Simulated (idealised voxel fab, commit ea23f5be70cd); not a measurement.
The following process module bears the name voxel wiring stack.
The cross-section shown here is cut; it is 160 nm wide and divided into square cells measuring 5 nm on a side.
Cross-section format: a grid of square cells, given as bands from top to bottom; each band is one or more rows of cells. It is stipulated that each band's entry specify, in nanometres, the height of the top of the band and then that of its bottom, followed by the materials of the band in left-to-right sequence, each together with its width in nanometres. A single material marked by the word "everywhere" is understood to fill the band from edge to edge; the word "empty" is understood to denote empty space. Counting heights begins at 0, where everything beneath is, in the wafer as received, one material. The lowest band has no bottom; it goes on downwards, as "0 and below" shows. Width spec "30 to 40" -> top row of cells at first value, bottom row at second value, equal per-row change in between. Step note "no change occurred" = no cross-section cell changed. This entry, "Closed void register", enumerates those empty regions of no fewer than 8 cells that possess no open connection to the top. Each region is reported in the form width x height at distance, the distance being taken from the left edge, with all three quantities expressed in nm. That trailing text on a step's line, after the settings, is the simulator's own remark on the step. overlay nm: right-of-plan distance of the mask on a masked step; negative values mean left-of-plan.
[Set out below are the planned steps of the process]
1 RECEIVE: material Si
2 CONFORMAL_DEP: material SiO2, thk nm 15
3 DIRECTIONAL_DEP: material TiN, thk nm 5
4 DIRECTIONAL_DEP: material W, thk nm 15
5 DIRECTIONAL_DEP: material aC, thk nm 10
6 PATTERN: tone cover, mask id METAL_1, material resist, width nm 20, pitch nm 45, thk nm 25, overlay nm 0
7 DIRECTIONAL_ETCH: etch materials aC, depth nm 10
8 STRIP: etch materials resist
9 DIRECTIONAL_ETCH: etch materials W, depth nm 15
10 DIRECTIONAL_ETCH: etch materials TiN, depth nm 5
11 STRIP: etch materials aC
12 CONFORMAL_DEP: material SiN, thk nm 5
13 FILL_DEP: material lowk, thk nm 10
14 CMP: height nm 35
15 CONFORMAL_DEP: material SiCN, thk nm 5
16 DIRECTIONAL_DEP: material lowk, thk nm 20
17 PATTERN: tone open, mask id PLUG_1, material resist, width nm 15, thk nm 15, overlay nm 0
18 DIRECTIONAL_ETCH: etch materials lowk, depth nm 20
19 DIRECTIONAL_ETCH: etch materials SiCN, depth nm 5
20 STRIP: etch materials resist
21 CONFORMAL_DEP: material TiN, thk nm 5
22 FILL_DEP: material W, thk nm 5
23 CMP: height nm 60
24 CONFORMAL_DEP: material SiN, thk nm 5
25 DIRECTIONAL_DEP: material lowk, thk nm 20
26 PATTERN: tone open, mask id METAL_2, material resist, width nm 20, pitch nm 45, thk nm 15, overlay nm 0
27 DIRECTIONAL_ETCH: etch materials lowk, depth nm 20
28 DIRECTIONAL_ETCH: etch materials SiN, depth nm 5
29 STRIP: etch materials resist
30 CONFORMAL_DEP: material TiN, thk nm 5
31 FILL_DEP: material Ru, thk nm 5
32 CMP: height nm 85
33 CONFORMAL_DEP: material SiCN, thk nm 5
34 DIRECTIONAL_DEP: material lowk, thk nm 10
35 MASKED_ETCH: tone open, mask id PLUG_2, width nm 15, pitch nm 45, etch materials lowk, depth nm 10, overlay nm 0
36 MASKED_ETCH: tone open, mask id PLUG_2, width nm 15, pitch nm 45, etch materials SiCN, depth nm 5, overlay nm 0
37 EPI: material Ru, thk nm 10
38 EPI: material Ru, thk nm 5
39 CONFORMAL_DEP: material SiCN, thk nm 5
40 DIRECTIONAL_DEP: material SiO2, thk nm 20
41 PATTERN: tone open, mask id METAL_3, material resist, width nm 20, pitch nm 45, thk nm 20, overlay nm 0
42 DIRECTIONAL_ETCH: etch materials SiO2, depth nm 20
43 DIRECTIONAL_ETCH: etch materials SiCN, depth nm 5
44 STRIP: etch materials resist
45 CONFORMAL_DEP: material TiN, thk nm 5
46 FILL_DEP: material Cu, thk nm 5
47 CMP: height nm 125
48 EPI: material Ru, thk nm 5
49 FILL_DEP: material SiCN, thk nm 5
Every wafer here starts from the same state; it is the step 17 width nm that distinguishes them, and the value the plan gives belongs to the first wafer.
[Cross-section: the first of several wafers in its as-received state, i.e. following step 1]
    0 and below  Si everywhere
    Closed void register: none
[wafer rows; end of module; cells per material since receipt: (+) gained, (-) lost; then closed voids]
width nm 15 | +16 Cu | +46 Ru | +131 SiCN | +60 SiN | +192 SiO2 | +67 TiN | +28 W | +324 lowk | Closed void register: none
width nm 20 | +16 Cu | +46 Ru | +130 SiCN | +60 SiN | +192 SiO2 | +68 TiN | +32 W | +320 lowk | Closed void register: none
width nm 25 | +16 Cu | +46 Ru | +129 SiCN | +60 SiN | +192 SiO2 | +69 TiN | +36 W | +316 lowk | Closed void register: none
width nm 30 | +16 Cu | +46 Ru | +128 SiCN | +60 SiN | +192 SiO2 | +70 TiN | +40 W | +312 lowk | Closed void register: none
